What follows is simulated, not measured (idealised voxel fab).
The following process module bears the name voxel ribs on slabs.
In the cross-section labelled cut, the width is 285 nm and each square cell is 5 nm.
If you're reading a cross-section in this doc, picture square cells in a grid; it comes to you as bands, top ones listed first down to the bottom, and a band can be one or more rows of cells. Top, bottom (nm), then materials left to right with widths (nm); lone material tagged "throughout" fills the whole band edge to edge; "air" = empty space. Height reference: 0 = level under which incoming wafer is all one material. Lowest band: no bottom, runs on downward, e.g. "0 nm and below". Per-row width for "30->40": begins at first number (top row of band), ends at second number (bottom row), increment between rows held constant. Key: "everything unchanged" - step with no changed cell in the cross-section. The label "Voids, enclosed" introduces a list of the empty spaces, 8 cells or larger, that have no open way up to the top; each entry in it reads width x height at distance, where the distance is taken from the left edge and all three are stated in nm. The remark found on a step's line after its settings is issued by the simulator itself and pertains to that step. The "overlay nm" setting may appear on a step's line; for a step that uses a mask, it gives how far to the right of its planned position the mask lay, and a negative value indicates the left.

## Process steps - plan
| 1 | RECEIVE [material Si] |
| 2 | DIRECTIONAL_DEP [material SiO2] [thk nm 20] |
| 3 | DIRECTIONAL_DEP [material polySi] [thk nm 25] |
| 4 | PATTERN [tone cover] [mask id RIB] [material resist] [width nm 30] [thk nm 15] [overlay nm 0] |
| 5 | DIRECTIONAL_ETCH [etch materials polySi] [depth nm 10] |
| 6 | STRIP [etch materials resist] |
| 7 | DIRECTIONAL_DEP [material aC] [thk nm 10] |
| 8 | PATTERN [tone cover] [mask id SLAB] [material resist] [width nm 90] [thk nm 30] [overlay nm -15] |
| 9 | DIRECTIONAL_ETCH [etch materials aC] [depth nm 10] |
| 10 | STRIP [etch materials resist] |
| 11 | DIRECTIONAL_ETCH [etch materials polySi] [depth nm 15] |
| 12 | STRIP [etch materials aC] |
| 13 | FILL_DEP [material SiO2] [thk nm 20] |
| 14 | CMP [height nm 60] |
| 15 | DIRECTIONAL_DEP [material W] [thk nm 5] |
| 16 | MASKED_ETCH [tone cover] [mask id HEATER] [width nm 40] [etch materials W] [depth nm 5] [overlay nm 0] |
| 17 | CONFORMAL_DEP [material SiO2] [thk nm 10] |
Be aware that, although all wafers share a common starting state, the overlay nm at step 8 differs among them, and the plan displays the first wafer's value.

## first wafer as received, after step 1
  0 nm and below  Si throughout
  Voids, enclosed: none

## Heads up, this table goes wafer by wafer. A row tells you, at the end of the module, how many cells of each material that wafer has put on (+) or dropped (-) since it was received, and then its closed voids
overlay nm -15 | +736 SiO2 | +8 W | +66 polySi | Voids, enclosed: none
overlay nm -10 | +736 SiO2 | +8 W | +66 polySi | Voids, enclosed: none
overlay nm -5 | +736 SiO2 | +8 W | +66 polySi | Voids, enclosed: none
overlay nm 0 | +736 SiO2 | +8 W | +66 polySi | Voids, enclosed: none
overlay nm 5 | +736 SiO2 | +8 W | +66 polySi | Voids, enclosed: none
overlay nm 10 | +736 SiO2 | +8 W | +66 polySi | Voids, enclosed: none
overlay nm 15 | +736 SiO2 | +8 W | +66 polySi | Voids, enclosed: none
